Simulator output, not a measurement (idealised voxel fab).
You're looking at the process module voxel double patterning.
FYI the section here is cut, 285 nm wide, cells are 5 nm squares.
Cross-section = grid of square cells, listed top down in bands; band = one or more rows. Top height, bottom height, nm. Materials left to right, width each, nm. Single material + "full width" = fills band edge to edge. "air" = empty. Zero point of the height axis is 0; under it, received wafer = one material. Lowest band: continues down indefinitely, "z 0 and below". Per-row width for "30->40": begins at first number (top row of band), ends at second number (bottom row), increment between rows held constant. Reading "same as before" for a step: not a cell of the cross-section changed in it. The list in "Closed void entries" covers empty spaces of 8 cells or more that cannot reach the top through any open way, and it gives each as width x height at distance; the distance is from the left edge, and width, height and distance are in nm. Whatever follows a step's settings on its line is a remark the simulator itself makes about that step. overlay nm: mask right of planned place by this much (step with mask). Neg. = left.
# Process steps - plan
| 1 | RECEIVE, material Si |
| 2 | CONFORMAL_DEP, material SiO2, thk nm 5 |
| 3 | DIRECTIONAL_DEP, material polySi, thk nm 20 |
| 4 | DIRECTIONAL_DEP, material SiCN, thk nm 5 |
| 5 | MASKED_ETCH, tone open, mask id FIRST, width nm 15, pitch nm 50, etch materials SiCN, depth nm 5, overlay nm 0 |
| 6 | MASKED_ETCH, tone open, mask id SECOND, width nm 15, etch materials SiCN, depth nm 5, overlay nm 0 |
| 7 | DIRECTIONAL_ETCH, etch materials polySi, depth nm 20 |
| 8 | STRIP, etch materials SiCN |
# So, the first of our two wafers, run just as we planned it
# Incoming wafer in cross-section (state: after step 1)
  z 0 and below | Si full width
  Closed void entries: none
# Cross-section of the wafer subsequent to step 2
  z 5 to 0 | SiO2 full width
  Below 0 it's all the same as before, nothing changed down there.
# Cross-section of the wafer subsequent to step 3
  z 25 to 5 | polySi full width
  Below 5 it's all the same as before, nothing changed down there.
# Cross-section of the wafer subsequent to step 4
  z 30 to 25 | SiCN full width
  Below 25 it's all the same as before, nothing changed down there.
# Cross-section of the wafer subsequent to step 5
  z 30 to 25 | SiCN 110 nm  air 15 nm  SiCN 35 nm  air 15 nm  SiCN 110 nm
  Below 25 it's all the same as before, nothing changed down there.
# Cross-section of the wafer subsequent to step 6
  z 30 to 25 | SiCN 110 nm  air 15 nm  SiCN 10 nm  air 15 nm  SiCN 10 nm  air 15 nm  SiCN 110 nm
  Below 25 it's all the same as before, nothing changed down there.
# Cross-section of the wafer subsequent to step 7
  z 30 to 25 | SiCN 110 nm  air 15 nm  SiCN 10 nm  air 15 nm  SiCN 10 nm  air 15 nm  SiCN 110 nm
  z 25 to 5 | polySi 110 nm  air 15 nm  polySi 10 nm  air 15 nm  polySi 10 nm  air 15 nm  polySi 110 nm
  Below 5 it's all the same as before, nothing changed down there.
# Cross-section of the wafer subsequent to step 8
  z 25 to 5 | polySi 110 nm  air 15 nm  polySi 10 nm  air 15 nm  polySi 10 nm  air 15 nm  polySi 110 nm
  Below 5 it's all the same as before, nothing changed down there.
# Regarding the second of the two wafers: it shared the first wafer's starting condition and process plan, yet one error occurred during its execution. Its history coincides with that of the first wafer up to and including step 3
# The second wafer in cross-section, at the planned close of step 4
  z 30 to 5 | polySi full width
  Below 5 it's all the same as before, nothing changed down there.
The second wafer in cross-section, at the planned close of step 5: same as before
The second wafer in cross-section, at the planned close of step 6: same as before
# The second wafer in cross-section, at the planned close of step 7
  z 10 to 5 | polySi full width
  Below 5 it's all the same as before, nothing changed down there.
The second wafer in cross-section, at the planned close of step 8: same as before
In executing the process, a mistake was made relative to the plan: step 4 ran as: DIRECTIONAL_DEP, material polySi, thk nm 5
Cell-count delta at end, second wafer over first, by material: polySi: 135 fewer
